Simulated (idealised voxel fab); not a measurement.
process module | voxel self aligned contacts
cross-section cut | 255 nm wide | cells 5 nm
A cross-section is a grid of square cells, given in bands from the top down. A band is one or more rows of cells.
Each band's line starts with the height of the band's top and of its bottom, in nm. Then come its materials from left to right, each with its width in nm. One material with "throughout" fills the band from edge to edge. "air" is empty space.
Height 0 is the level under which the wafer as received is all one material. The lowest band goes on downwards, as in "0 down".
A width such as "30 to 40" changes by the same amount from each row of cells to the next, from the band's top row to its bottom row.
"no change" after a step means that no cell of the cross-section changed.
closed voids: empty space of 8 cells or more with no open way to the top, each as width x height at its distance from the left edge, in nm
after a step's settings: what the simulator itself notes on the step
overlay nm, on a step with a mask: how far to the right of its planned place the mask lay; to the left if negative
plan
1 op RECEIVE | material Si
2 op CONFORMAL_DEP | material SiO2 | thk nm 5
3 op DIRECTIONAL_DEP | material polySi | thk nm 30
4 op DIRECTIONAL_DEP | material SiN | thk nm 20
5 op MASKED_ETCH | tone cover | mask id GATE | width nm 35 | pitch nm 80 | etch materials SiN | depth nm 20 | overlay nm 0
6 op MASKED_ETCH | tone cover | mask id GATE | width nm 35 | pitch nm 80 | etch materials polySi | depth nm 30 | overlay nm 0
7 op CONFORMAL_DEP | material SiN | thk nm 10
8 op DIRECTIONAL_ETCH | etch materials SiN | depth nm 10
9 op FILL_DEP | material SiO2 | thk nm 15
10 op CMP | height nm 65
11 op PATTERN | tone open | mask id CONTACT | material resist | width nm 65 | thk nm 20 | overlay nm 0
12 op DIRECTIONAL_ETCH | etch materials SiO2 | depth nm 65
13 op STRIP | etch materials resist
14 op CONFORMAL_DEP | material TiN | thk nm 5
15 op FILL_DEP | material Ru | thk nm 5
16 op CMP | height nm 65
17 op CONFORMAL_DEP | material SiCN | thk nm 5
as received, after step 1
  0 down: Si throughout
  closed voids: none
a wafer at the end: this start, this plan, one mistake
  70 to 65: SiCN throughout
  65 to 55: SiO2 105 | TiN 5 to 15 | Ru 55 to 15 | TiN 5 to 35 | SiO2 85
  55 to 35: SiO2 60 | SiN 55 | TiN 5 | Ru 15 | TiN 5 | SiN 55 | SiO2 60
  35 to 5: SiO2 60 | SiN 10 | polySi 35 | SiN 10 | TiN 5 | Ru 15 | TiN 5 | SiN 10 | polySi 35 | SiN 10 | SiO2 60
  5 to 0: SiO2 115 | TiN 25 | SiO2 115
  0 down: Si throughout
  closed voids: none
what went wrong: step 11 ran as: op PATTERN | tone open | mask id CONTACT | material resist | width nm 65 | thk nm 20 | overlay nm 10
